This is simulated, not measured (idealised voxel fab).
Title: Process Module voxel transistor to metal
The cross-section shown here is cut; it is 165 nm wide and divided into square cells measuring 5 nm on a side.
Just so we're on the same page, the cross-sections are grids of square cells, and they're listed out in bands top to bottom, each band one or more rows deep.
In this notation a band is specified by the heights of its top and bottom, in that order and in nm, after which its materials appear from left to right, each paired with its width in nm. The word "everywhere" attached to a single material means that material fills the band from edge to edge; the word "blank" stands for empty space.
Heights are reckoned from 0. Under this level, the received wafer is all of one material. The bottommost band is open-ended downward, for example "0 down".
Quick explanation for "30 to 40": the width changes in equal steps down the rows of cells, from the first number in the band's top row to the second number in its bottom row.
You'll sometimes find "same as before" written for a step, and that's the way of saying that nowhere in the cross-section did a cell change during that step.
"Closed void entries" lists enclosed empty spaces (at least 8 cells, no open path upward to the top), each as width x height at distance from the left edge, in nm.
Heads up: the bit after the settings on a step's line is the simulator's remark on that step.
overlay nm, on a step with a mask: how far to the right of its planned place the mask lay; to the left if negative

### Here's what the planned process steps look like
1) RECEIVE | material Si
2) CONFORMAL_DEP | material SiO2 | thk nm 5
3) CONFORMAL_DEP | material SiN | thk nm 10
4) PATTERN | tone cover | mask id ACTIVE | material resist | width nm 105 | thk nm 20 | overlay nm 0
5) DIRECTIONAL_ETCH | etch materials SiN | depth nm 10
6) DIRECTIONAL_ETCH | etch materials SiO2 | depth nm 5
7) DIRECTIONAL_ETCH | etch materials Si | depth nm 25
8) STRIP | etch materials resist
9) FILL_DEP | material SiO2 | thk nm 10
10) CMP | height nm 15
11) SELECTIVE_ETCH | etch materials SiO2 | depth nm 10
12) STRIP | etch materials SiN
13) SELECTIVE_ETCH | etch materials SiO2 | depth nm 5
14) OXIDIZE | depth nm 5
15) DIRECTIONAL_DEP | material polySi | thk nm 30
16) DIRECTIONAL_DEP | material SiCN | thk nm 15
17) PATTERN | tone cover | mask id GATE | material resist | width nm 25 | thk nm 20 | overlay nm 0
18) DIRECTIONAL_ETCH | etch materials SiCN | depth nm 25
19) DIRECTIONAL_ETCH | etch materials polySi | depth nm 40
20) STRIP | etch materials resist
21) CONFORMAL_DEP | material SiN | thk nm 10
22) DIRECTIONAL_ETCH | etch materials SiN | depth nm 10
23) DIRECTIONAL_ETCH | etch materials SiO2 | depth nm 5
24) DIRECTIONAL_ETCH | etch materials Si | depth nm 15
25) EPI | material SiGe | thk nm 15
26) FILL_DEP | material SiO2 | thk nm 10
27) CMP | height nm 45
28) DIRECTIONAL_DEP | material SiO2 | thk nm 15
29) PATTERN | tone open | mask id CONTACT | material resist | width nm 25 | pitch nm 60 | thk nm 20 | overlay nm 0
30) DIRECTIONAL_ETCH | etch materials SiO2 | depth nm 65
31) STRIP | etch materials resist
32) CONFORMAL_DEP | material TiN | thk nm 5
33) FILL_DEP | material W | thk nm 5
34) CMP | height nm 60
35) CONFORMAL_DEP | material SiCN | thk nm 5
36) DIRECTIONAL_DEP | material SiO2 | thk nm 20
37) MASKED_ETCH | tone open | mask id METAL_1 | width nm 15 | pitch nm 70 | etch materials SiO2 | depth nm 20 | overlay nm 0
38) MASKED_ETCH | tone open | mask id METAL_1 | width nm 15 | pitch nm 70 | etch materials SiCN | depth nm 5 | overlay nm 0
39) CONFORMAL_DEP | material TiN | thk nm 5
40) FILL_DEP | material Cu | thk nm 5
41) CMP | height nm 85
42) CONFORMAL_DEP | material SiN | thk nm 5

### Incoming wafer, cross-sectional view, post step 1
> 0 down: Si everywhere
> Closed void entries: none

### The module was run from the start shown above using the plan shown above, but one mistake was made doing it; the resulting wafer cross-section is below
> 90 to 85: SiN everywhere
> 85 to 70: SiO2 35  TiN 5  Cu 15  TiN 5  SiO2 45  TiN 5  Cu 15  TiN 5  SiO2 35
> 70 to 65: SiO2 35  TiN 10  Cu 5  TiN 10  SiO2 45  TiN 10  Cu 5  TiN 10  SiO2 35
> 65 to 60: SiCN 40  TiN 15  SiCN 55  TiN 15  SiCN 40
> 60 to 50: SiO2 40  TiN 5  W 15  TiN 5  SiO2 35  TiN 5  W 15  TiN 5  SiO2 40
> 50 to 45: SiO2 40  TiN 5  W 10  TiN 10  SiO2 35  TiN 10  W 10  TiN 5  SiO2 40
> 45 to 30: SiO2 40  TiN 5  W 10  TiN 5  SiN 10  SiCN 25  SiN 10  TiN 5  W 10  TiN 5  SiO2 40
> 30 to 15: SiO2 40  TiN 5  W 10  TiN 5  SiN 10  polySi 25  SiN 10  TiN 5  W 10  TiN 5  SiO2 40
> 15 to 10: SiO2 40  TiN 20  SiN 10  polySi 25  SiN 10  TiN 20  SiO2 40
> 10 to 0: SiO2 40  TiN 5  SiGe 15  SiN 10  polySi 25  SiN 10  SiGe 15  TiN 5  SiO2 40
> 0 to -5: SiO2 40  TiN 5  SiGe 15  SiO2 45  SiGe 15  TiN 5  SiO2 40
> -5 to -20: SiO2 30  SiGe 30  Si 45  SiGe 30  SiO2 30
> -20 to -25: SiO2 30  Si 105  SiO2 30
> -25 down: Si everywhere
> Closed void entries: none
Heads up, the wafer didn't run the way we planned it: off-plan run, step 37, actual operation and settings MASKED_ETCH | tone open | mask id METAL_1 | width nm 25 | pitch nm 70 | etch materials SiO2 | depth nm 20 | overlay nm 0
